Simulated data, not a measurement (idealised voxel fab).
Module name: voxel wiring stack (process module)
Cross-section cut spans 260 nm and uses square cells 5 nm in size.
A cross-section is a grid of square cells, given in bands from the top down. A band is one or more rows of cells.
Basically the band line says how high the top is and how high the bottom is, in nm, and then what's in it from left to right, every material with its width in nm. Empty space shows up as "blank", and if a single material carries "throughout" it runs the full band edge to edge.
Ref level 0: as-received wafer is one material below here. Bottom band extends down with no lower bound ("0..down").
The expression "30->40" gives the width at the extremes of the band, the first number at its top row of cells and the second at its bottom row, with the width changing by equal amounts from each row to the next in between.
"everything unchanged" -> step changed no cross-section cell.
"Entrapped voids" specifies each empty space that is not open to the top and that occupies no fewer than 8 cells, using the form width x height at distance, the distance measured from the left edge and all three quantities in nm.
That trailing text on a step's line, after the settings, is the simulator's own remark on the step.
"overlay nm" on a masked step: distance the mask lay right of its planned place, negative for left.
The following list gives the planned process steps:
1,RECEIVE with material Si
2,CONFORMAL_DEP with material SiO2, thk nm 15
3,DIRECTIONAL_DEP with material TiN, thk nm 5
4,DIRECTIONAL_DEP with material Ru, thk nm 25
5,PATTERN with tone cover, mask id METAL_1, material resist, width nm 20, pitch nm 50, thk nm 20, overlay nm 0
6,DIRECTIONAL_ETCH with etch materials Ru, depth nm 25
7,DIRECTIONAL_ETCH with etch materials TiN, depth nm 5
8,STRIP with etch materials resist
9,FILL_DEP with material lowk, thk nm 10
10,CMP with height nm 45
11,CONFORMAL_DEP with material SiCN, thk nm 5
12,DIRECTIONAL_DEP with material lowk, thk nm 25
13,DIRECTIONAL_DEP with material aC, thk nm 15
14,PATTERN with tone open, mask id METAL_2_HOLES, material resist, width nm 15, thk nm 35, overlay nm 0
15,DIRECTIONAL_ETCH with etch materials aC, depth nm 15
16,STRIP with etch materials resist
17,DIRECTIONAL_ETCH with etch materials lowk, depth nm 25
18,STRIP with etch materials aC
19,PATTERN with tone open, mask id METAL_2, material resist, width nm 20, pitch nm 50, thk nm 15, overlay nm 0
20,DIRECTIONAL_ETCH with etch materials lowk, depth nm 15
21,DIRECTIONAL_ETCH with etch materials SiCN, depth nm 5
22,STRIP with etch materials resist
23,CONFORMAL_DEP with material TiN, thk nm 5
24,FILL_DEP with material Cu, thk nm 5
25,CMP with height nm 75
26,CONFORMAL_DEP with material SiCN, thk nm 5
27,DIRECTIONAL_DEP with material SiO2, thk nm 30
28,DIRECTIONAL_DEP with material aC, thk nm 15
29,PATTERN with tone open, mask id METAL_3_HOLES, material resist, width nm 15, thk nm 35, overlay nm 0
30,DIRECTIONAL_ETCH with etch materials aC, depth nm 15
31,STRIP with etch materials resist
32,DIRECTIONAL_ETCH with etch materials SiO2, depth nm 30
33,STRIP with etch materials aC
34,DIRECTIONAL_DEP with material aC, thk nm 10
35,PATTERN with tone open, mask id METAL_3, material resist, width nm 20, pitch nm 50, thk nm 30, overlay nm 0
36,DIRECTIONAL_ETCH with etch materials aC, depth nm 10
37,STRIP with etch materials resist
38,DIRECTIONAL_ETCH with etch materials SiO2, depth nm 15
39,DIRECTIONAL_ETCH with etch materials SiCN, depth nm 5
40,STRIP with etch materials aC
41,CONFORMAL_DEP with material TiN, thk nm 5
42,FILL_DEP with material Cu, thk nm 10
43,CMP with height nm 110
44,CONFORMAL_DEP with material SiCN, thk nm 5
45,DIRECTIONAL_DEP with material lowk, thk nm 15
46,MASKED_ETCH with tone open, mask id PLUG_3, width nm 15, etch materials lowk, depth nm 15, overlay nm 0
47,MASKED_ETCH with tone open, mask id PLUG_3, width nm 15, etch materials SiCN, depth nm 5, overlay nm 0
48,EPI with material Ru, thk nm 10
49,EPI with material Ru, thk nm 10
50,DIRECTIONAL_DEP with material TiN, thk nm 5
51,DIRECTIONAL_DEP with material Ru, thk nm 15
52,DIRECTIONAL_DEP with material aC, thk nm 15
53,PATTERN with tone cover, mask id METAL_4, material resist, width nm 20, pitch nm 50, thk nm 35, overlay nm 0
54,DIRECTIONAL_ETCH with etch materials aC, depth nm 15
55,STRIP with etch materials resist
56,DIRECTIONAL_ETCH with etch materials Ru, depth nm 15
57,DIRECTIONAL_ETCH with etch materials TiN, depth nm 5
58,STRIP with etch materials aC
59,FILL_DEP with material lowk, thk nm 5
60,CMP with height nm 150
61,CONFORMAL_DEP with material SiN, thk nm 5
Step 1 complete: cross-section of the wafer as received:
  0..down | Si throughout
  Entrapped voids: none
One mistake in running the module, otherwise start and plan as above: cross-section at the end:
  155..150 | SiN throughout
  150..135 | lowk 95  Ru 20  lowk 30  Ru 20  lowk 95
  135..130 | lowk 95  TiN 20  lowk 30  TiN 20  lowk 95
  130..115 | lowk 95  Ru 15  lowk 150
  115..110 | SiCN 95  Ru 15  SiCN 150
  110..100 | SiO2 95  TiN 5  Cu 15  TiN 5  SiO2 25  TiN 5  Cu 15  TiN 5  SiO2 90
  100..95 | SiO2 95  TiN 5  Cu 5  TiN 15  SiO2 25  TiN 25  SiO2 90
  95..80 | SiO2 95  TiN 5  Cu 5  TiN 5  SiO2 150
  80..75 | SiCN 95  TiN 15  SiCN 150
  75..65 | lowk 95  TiN 5  Cu 10  TiN 5  lowk 30  TiN 5  Cu 10  TiN 5  lowk 95
  65..60 | lowk 95  TiN 5  Cu 5  TiN 10  lowk 30  TiN 20  lowk 95
  60..50 | lowk 95  TiN 5  Cu 5  TiN 5  lowk 150
  50..45 | SiCN 95  TiN 15  SiCN 150
  45..20 | lowk 95  Ru 20  lowk 30  Ru 20  lowk 95
  20..15 | lowk 95  TiN 20  lowk 30  TiN 20  lowk 95
  15..0 | SiO2 throughout
  0..down | Si throughout
  Entrapped voids: none
Error vs. plan: contrary to plan, step 35 was performed as PATTERN with tone open, mask id METAL_3, material resist, width nm 25, pitch nm 50, thk nm 30, overlay nm 0
